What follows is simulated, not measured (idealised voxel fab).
voxel capacitor over wiring: a process module
FYI the section here is cut, 295 nm wide, cells are 5 nm squares.
Cross-section, as written here: a square-cell grid given band by band from the top down, where a band holds one or more rows of cells.
This entry defines a band. It first specifies the height of the band's top and the height of its bottom in nm, and then specifies the band's materials from left to right, stating each material with its width in nm. The word "edge to edge" identifies a single material that fills the band from edge to edge, while the word "empty" identifies empty space.
The level at which height equals 0 is the one under which the wafer, as it arrives, is entirely one material. No lower edge exists for the bottom band, which continues downward and is notated as in "0..down".
A two-number width, for instance "30..40", indicates that the width is equal to the first number in the top row of the band and to the second number in the bottom row, and that it changes by a constant amount per row of cells.
Given "no modifications" for a step, no cell of the cross-section differs between before and after that step.
The list in "Enclosed void listing" covers empty spaces of 8 cells or more that cannot reach the top through any open way, and it gives each as width x height at distance; the distance is from the left edge, and width, height and distance are in nm.
The remark found on a step's line after its settings is issued by the simulator itself and pertains to that step.
Steps that use a mask can have "overlay nm" on their line. It says how far the mask sat to the right of where it was meant to be. Negative means to the left.
[Process steps - plan]
1) RECEIVE | material Si
2) CONFORMAL_DEP | material SiO2 | thk nm 10
3) DIRECTIONAL_DEP | material TiN | thk nm 5
4) DIRECTIONAL_DEP | material Ru | thk nm 20
5) PATTERN | tone cover | mask id METAL_1 | material resist | width nm 20 | pitch nm 80 | thk nm 15 | overlay nm 0
6) DIRECTIONAL_ETCH | etch materials Ru | depth nm 20
7) DIRECTIONAL_ETCH | etch materials TiN | depth nm 5
8) STRIP | etch materials resist
9) CONFORMAL_DEP | material SiN | thk nm 5
10) FILL_DEP | material SiO2 | thk nm 10
11) CMP | height nm 35
12) CONFORMAL_DEP | material SiCN | thk nm 5
13) DIRECTIONAL_DEP | material SiO2 | thk nm 20
14) MASKED_ETCH | tone open | mask id PLUG_1 | width nm 15 | etch materials SiO2 | depth nm 20 | overlay nm 0
15) MASKED_ETCH | tone open | mask id PLUG_1 | width nm 15 | etch materials SiCN | depth nm 5 | overlay nm 0
16) CONFORMAL_DEP | material TiN | thk nm 5
17) FILL_DEP | material W | thk nm 10
18) CMP | height nm 60
19) DIRECTIONAL_DEP | material TiN | thk nm 5
20) DIRECTIONAL_DEP | material Al2O3 | thk nm 5
21) DIRECTIONAL_DEP | material TiN | thk nm 5
22) MASKED_ETCH | tone cover | mask id UPPER_PLATE | width nm 65 | etch materials TiN | depth nm 5 | overlay nm 0
23) MASKED_ETCH | tone cover | mask id UPPER_PLATE | width nm 65 | etch materials Al2O3 | depth nm 5 | overlay nm 0
24) PATTERN | tone cover | mask id LOWER_PLATE | material resist | width nm 75 | thk nm 20 | overlay nm 0
25) DIRECTIONAL_ETCH | etch materials TiN | depth nm 5
26) STRIP | etch materials resist
27) FILL_DEP | material SiO2 | thk nm 20
28) CMP | height nm 90
29) PATTERN | tone open | mask id PLUG_2 | material resist | width nm 15 | thk nm 20 | overlay nm 0
30) DIRECTIONAL_ETCH | etch materials SiO2 | depth nm 15
31) STRIP | etch materials resist
32) CONFORMAL_DEP | material TiN | thk nm 5
33) FILL_DEP | material Ru | thk nm 10
34) CMP | height nm 90
35) CONFORMAL_DEP | material SiCN | thk nm 5
[Incoming wafer, cross-sectional view, post step 1]
- 0..down  Si edge to edge
- Enclosed void listing: none
[a wafer at the end: this start, this plan, one mistake]
- 95..90  SiCN edge to edge
- 90..80  SiO2: 110, then TiN: 5, then Ru: 5, then TiN: 5, then SiO2: 170
- 80..70  SiO2: 110..100, then TiN: 15..65, then SiO2: 170..130
- 70..65  SiO2: 100, then Al2O3: 65, then SiO2: 130
- 65..60  SiO2: 95, then TiN: 75, then SiO2: 125
- 60..55  SiO2: 100, then TiN: 5, then W: 5, then TiN: 5, then SiO2: 180
- 55..50  SiCN: 100, then TiN: 15, then SiCN: 180
- 50..40  SiO2 edge to edge
- 40..35  SiO2: 90, then SiN: 30, then SiO2: 50, then SiN: 30, then SiO2: 95
- 35..15  SiO2: 90, then SiN: 5, then Ru: 20, then SiN: 5, then SiO2: 50, then SiN: 5, then Ru: 20, then SiN: 5, then SiO2: 95
- 15..10  SiN: 95, then TiN: 20, then SiN: 60, then TiN: 20, then SiN: 100
- 10..0  SiO2 edge to edge
- 0..down  Si edge to edge
- Enclosed void listing: none
In executing the process, a mistake was made relative to the plan: step 11 of the plan: omitted, not performed
